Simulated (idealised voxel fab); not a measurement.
The document below concerns the process module designated voxel double patterning.
Pictured: cross-section cut, 290 nm wide, on a grid of 5 nm square cells.
Cross-section format: a grid of square cells, given as bands from top to bottom; each band is one or more rows of cells.
For a band, the entry starts with two heights in nm, that of the top and then that of the bottom, and carries on with the band's materials in order from left to right, each alongside its width in nm; the word "full width" beside a single material means it fills the band edge to edge, and "blank" means empty space.
Height is counted from the level 0, under which the received wafer is composed throughout of one material. The lowest of the bands is not closed at the bottom but continues downward, in the notation "from 0 down".
So if you see something like "30->40" for the width, read it as the top row of the band sitting at the first number and the bottom row at the second, with every row in between moving by the same amount as the last.
Basically "nothing altered" means that step didn't change any cell in the cross-section.
The entry titled "Closed void catalog" provides the empty spaces that have no open way to the top, restricted to those of 8 cells or more. Each is presented as width x height at distance, the distance being measured from the left edge, with all three in nm.
after a step's settings: what the simulator itself notes on the step
overlay nm: on a step with a mask, how far right of its planned place the mask lay; negative means left.
List of planned process steps:
1) RECEIVE | material Si
2) CONFORMAL_DEP | material SiO2 | thk nm 10
3) DIRECTIONAL_DEP | material TiN | thk nm 10
4) DIRECTIONAL_DEP | material SiN | thk nm 10
5) DIRECTIONAL_DEP | material aC | thk nm 15
6) PATTERN | tone open | mask id FIRST | material resist | width nm 15 | pitch nm 50 | thk nm 30 | overlay nm 0
7) DIRECTIONAL_ETCH | etch materials aC | depth nm 15
8) STRIP | etch materials resist
9) DIRECTIONAL_ETCH | etch materials SiN | depth nm 10
10) STRIP | etch materials aC
11) PATTERN | tone open | mask id SECOND | material resist | width nm 15 | thk nm 20 | overlay nm 0
12) DIRECTIONAL_ETCH | etch materials SiN | depth nm 10
13) STRIP | etch materials resist
14) DIRECTIONAL_ETCH | etch materials TiN | depth nm 10
15) STRIP | etch materials SiN
Cross-section: wafer on arrival = after step 1:
> from 0 down | Si full width
> Closed void catalog: none
End state of the module in cross-section, given the above starting point and plan and one mistake in execution:
> from 25 to 15 | TiN: 110 | blank: 15 | TiN: 10 | blank: 15 | TiN: 10 | blank: 15 | TiN: 115
> from 15 to 10 | TiN full width
> from 10 to 0 | SiO2 full width
> from 0 down | Si full width
> Closed void catalog: none
Want to know what went wrong? it should be noted that step 3 was executed with settings other than those planned, the operation and settings actually applied being DIRECTIONAL_DEP | material TiN | thk nm 15
